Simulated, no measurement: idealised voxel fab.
voxel released beams: a process module
Displayed cross-section: cut, width of 230 nm, square cells sized 5 nm.
In this document a cross-section is written as a grid of square cells. It is given as a series of bands, listed from the top down, and a band is one or more rows of cells. Band: top and bottom heights (nm) first, top before bottom; then materials from left to right, widths in nm. "all across" marks a sole material filling the band edge to edge. "air" denotes empty space. Beneath 0, the wafer as received is one material, and that level is where height counting begins. The lowest band goes on downward without a bottom; it is written like "z 0 and below". The expression "30->40" gives the width at the extremes of the band, the first number at its top row of cells and the second at its bottom row, with the width changing by equal amounts from each row to the next in between. Step note "nothing got changed" = no cross-section cell changed. What "Fully sealed cavities" gives you is every empty space of 8 cells or more that is cut off from the top. Each appears as width x height at distance, with the distance taken from the left edge and width, height and distance all in nm. Step line, after settings: the simulator's comment on this step. overlay nm: step with mask; distance mask lay right of planned place; negative value = left of planned place.
## The following list gives the planned process steps
1) RECEIVE,material Si
2) CONFORMAL_DEP,material SiN,thk nm 5
3) DIRECTIONAL_DEP,material SiO2,thk nm 10
4) DIRECTIONAL_DEP,material aC,thk nm 10
5) PATTERN,tone open,mask id ANCHOR,material resist,width nm 45,thk nm 30,overlay nm 0
6) DIRECTIONAL_ETCH,etch materials aC,depth nm 10
7) STRIP,etch materials resist
8) DIRECTIONAL_ETCH,etch materials SiO2,depth nm 10
9) STRIP,etch materials aC
10) CONFORMAL_DEP,material TiN,thk nm 15
11) PATTERN,tone cover,mask id BEAM,material resist,width nm 120,thk nm 15,overlay nm 0
12) DIRECTIONAL_ETCH,etch materials TiN,depth nm 15
13) STRIP,etch materials resist
14) STRIP,etch materials SiO2
## Delivered wafer in cross-section: state after step 1
z 0 and below  Si all across
Fully sealed cavities: none
## Post-module cross-section of the first of two wafers (run per plan)
z 30 to 20  air: 50 | TiN: 20 | air: 15 | TiN: 85 | air: 60
z 20 to 15  air: 50 | TiN: 120 | air: 60
z 15 to 5  air: 55 | TiN: 45 | air: 130
z 5 to 0  SiN all across
z 0 and below  Si all across
Fully sealed cavities: none
## This cross-section belongs to the second wafer of two at the end of the module; the start and the plan were shared with the first, and the run included one mistake
z 45 to 30  air: 50 | TiN: 120 | air: 60
z 30 to 15  TiN all across
z 15 to 5  SiO2: 55 | TiN: 45 | SiO2: 130
z 5 to 0  SiN all across
z 0 and below  Si all across
Fully sealed cavities: none
Deviation noted in wafer processing: twice, step 10 of the plan was run
End of process, cell counts, second wafer against first, materials with more or fewer: 74 more of SiO2 | 144 more of TiN
